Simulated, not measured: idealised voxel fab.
Process module in this document: voxel local oxidation
The width of the displayed cross-section, cut, is 235 nm; its cells are square, with a size of 5 nm.
Each cross-section below is a grid of square cells, stated as bands in top-down order, with one or more rows of cells making up each band. Look at the band entry: it leads with the top's height and the bottom's height in nm. Then it lists the materials left to right, with a width in nm for each. The word "everywhere" on a single material says that material fills the band edge to edge. The word "blank" is empty space. We count height from 0. Below that, the starting wafer is all one material. The lowest band never ends at the bottom but goes on down; see "0 and below" for how that is written. The expression "30..40" gives the width at the extremes of the band, the first number at its top row of cells and the second at its bottom row, with the width changing by equal amounts from each row to the next in between. For the purposes of this document, the phrase "no change" attached to a step denotes that no cell within the cross-section was modified by that step. The list in "Trapped voids" covers empty spaces of 8 cells or more that cannot reach the top through any open way, and it gives each as width x height at distance; the distance is from the left edge, and width, height and distance are in nm. It should be noted that, on the line of a given step, the content following the step's settings is a remark produced by the simulator itself with respect to that step. For masked steps, "overlay nm" on the step line gives how far right of plan the mask actually lay; a minus sign means it lay to the left.

## plan
- 1: RECEIVE,material Si
- 2: OXIDIZE,depth nm 5
- 3: CONFORMAL_DEP,material SiN,thk nm 15
- 4: MASKED_ETCH,tone cover,mask id ACTIVE,width nm 110,etch materials SiN,depth nm 15,overlay nm 0
- 5: SELECTIVE_ETCH,etch materials SiO2,depth nm 5
- 6: OXIDIZE,depth nm 10
- 7: STRIP,etch materials SiN

## As received (post step 1): cross-section
  0 and below: Si everywhere
  Trapped voids: none

## The first of two wafers, cross-sectioned at the end of the module, with the run proceeding as planned
  0 down to -5: 65 of blank, then 100 of SiO2, then 70 of blank
  -5 down to -15: 75 of SiO2, then 80 of Si, then 80 of SiO2
  -15 and below: Si everywhere
  Trapped voids: none

## Cross-section of the latter of the two wafers at module completion. It had an identical start and an identical plan to the former; in running it, one mistake was made
  0 down to -5: 75 of blank, then 80 of SiO2, then 80 of blank
  -5 down to -15: 85 of SiO2, then 60 of Si, then 90 of SiO2
  -15 and below: Si everywhere
  Trapped voids: none
Where did the run depart from the plan? note that step 5 departed from the planned setting and was carried out as SELECTIVE_ETCH,etch materials SiO2,depth nm 15
Wrapping up, a cell-based count of both wafers puts the second over or under the first for these materials: 8 fewer of Si | 4 more of SiO2
